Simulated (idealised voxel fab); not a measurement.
voxel released beams: a process module
It is cross-section cut that appears here, measuring 220 nm in width, its square cells being 5 nm in size.
Throughout this document, each cross-section is represented as a grid of square cells and is presented as a sequence of bands enumerated from the top downward, where a band comprises one or more rows of cells. A band entry consists of two parts. The first gives the height of the band's top and the height of its bottom, in nm. The rest lists the band's materials from left to right, each with its width in nm. A single material labelled with the word "edge to edge" fills the band from edge to edge, and the word "empty" marks empty space. Height 0 is the level under which the wafer as received is all one material. The lowest band goes on downwards, as in "from 0 down". A width given as "30 to 40" starts at the first number in the band's top row and ends at the second number in its bottom row, shifting by an equal amount at every step from row to row. Where the words "no change" appear for a step, the cross-section shows no cell changed by that step; every cell remained as before. For the entry "Entrapped voids", the listed items are empty spaces with no open way to the top whose size is 8 cells or more; each item follows the pattern width x height at distance, where distance is from the left edge and all three are in nm. Anything after a step's settings on that line? It's the simulator's own note about the step. On any step carrying a mask, the "overlay nm" setting, if present on the step's line, tells how far right of its planned place the mask lay; negative values point to the left.

Here's what the planned process steps look like:
| 1 | RECEIVE, material Si |
| 2 | CONFORMAL_DEP, material SiN, thk nm 5 |
| 3 | DIRECTIONAL_DEP, material SiO2, thk nm 10 |
| 4 | MASKED_ETCH, tone open, mask id ANCHOR, width nm 35, etch materials SiO2, depth nm 10, overlay nm 0 |
| 5 | CONFORMAL_DEP, material W, thk nm 10 |
| 6 | MASKED_ETCH, tone cover, mask id BEAM, width nm 110, etch materials W, depth nm 10, overlay nm 0 |
| 7 | STRIP, etch materials SiO2 |
For clarity, it should be stated that the wafers under discussion commence in an identical condition and differ with respect to the width nm of step 6, the plan indicating the value that the first wafer had.

Sectional view: first of several wafers, as received, after step 1:
  from 0 down | Si edge to edge
  Entrapped voids: none

Cross-sectional representation of the first of several wafers at the end of the module, i.e. after its terminal step, step 7:
  from 25 to 15 | empty 50 nm; W 10 nm; empty 15 nm; W 85 nm; empty 60 nm
  from 15 to 5 | empty 50 nm; W 35 nm; empty 135 nm
  from 5 to 0 | SiN edge to edge
  from 0 down | Si edge to edge
  Entrapped voids: none

Cross-section of the final wafer among several, taken at the end of the module:
  from 25 to 15 | empty 40 nm; W 20 nm; empty 15 nm; W 100 nm; empty 45 nm
  from 15 to 5 | empty 50 nm; W 35 nm; empty 135 nm
  from 5 to 0 | SiN edge to edge
  from 0 down | Si edge to edge
  Entrapped voids: none

What follows is a table in which each wafer occupies a row; for the wafer as it stands at the close of the module, the row states, material by material, how many cells have been gained (+) or lost (-) since receipt, and then gives its closed voids:
width nm 110 | +44 SiN | +52 W | Entrapped voids: none
width nm 115 | +44 SiN | +54 W | Entrapped voids: none
width nm 120 | +44 SiN | +56 W | Entrapped voids: none
width nm 125 | +44 SiN | +58 W | Entrapped voids: none
width nm 130 | +44 SiN | +60 W | Entrapped voids: none
width nm 135 | +44 SiN | +62 W | Entrapped voids: none
